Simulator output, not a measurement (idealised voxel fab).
A process module follows: voxel released beams.
Cross-section cut: width 165 nm, square cells of 5 nm.
Think of the cross-section as a grid of square cells. We describe it in bands, top to bottom, and each band covers one or more rows of those cells.
Heads up on the band format: heights come first, top then bottom, in nm. After that it's the materials left to right, each with its width in nm. A single material flagged "full width" fills the whole band edge to edge, and "air" means there's empty space there.
A quick word on heights: they are counted from 0, and under that level the wafer as it came to us is one material throughout. The lowest band is different from the rest in having no bottom; it simply continues downward, written as in "0 nm and below".
So if you see something like "30->40" for the width, read it as the top row of the band sitting at the first number and the bottom row at the second, with every row in between moving by the same amount as the last.
A step reported as "remained unchanged" is a step in which no cell of the cross-section changed.
Entry "Closed internal cavities". Content: empty spaces with no open connection to the top, size 8 cells or greater. Each: width x height at distance. Distance: from left edge. Unit: nm.
Note: text after step settings on the step line = simulator remark on that step.
overlay nm: where the mask lay relative to plan, measured to the right, on steps with a mask; negatives go left.

[Process steps foreseen in the plan]
1. RECEIVE, material Si
2. CONFORMAL_DEP, material Al2O3, thk nm 10
3. DIRECTIONAL_DEP, material SiO2, thk nm 15
4. PATTERN, tone open, mask id ANCHOR, material resist, width nm 20, thk nm 15, overlay nm 0
5. DIRECTIONAL_ETCH, etch materials SiO2, depth nm 15
6. STRIP, etch materials resist
7. CONFORMAL_DEP, material W, thk nm 10
8. PATTERN, tone cover, mask id BEAM, material resist, width nm 110, thk nm 20, overlay nm 0
9. DIRECTIONAL_ETCH, etch materials W, depth nm 10
10. STRIP, etch materials resist
11. STRIP, etch materials SiO2
All wafers enter the flow in the same state. The width nm at step 4 differs from wafer to wafer, and the plan gives the value for the first wafer.

[Cross-section of the first of several wafers as received (after step 1)]
  0 nm and below: Si full width
  Closed internal cavities: none

[For your reference, the table is organized with a row per wafer; each row reflects the wafer at the end of the module, indicating for each material the cells gained (+) or lost (-) since receipt, and thereafter its closed voids]
width nm 20, +66 Al2O3, +56 W, Closed internal cavities: none
width nm 25, +66 Al2O3, +56 W, Closed internal cavities: none
width nm 30, +66 Al2O3, +56 W, Closed internal cavities: none
width nm 35, +66 Al2O3, +56 W, Closed internal cavities: none
width nm 40, +66 Al2O3, +56 W, Closed internal cavities: none
width nm 45, +66 Al2O3, +56 W, Closed internal cavities: none
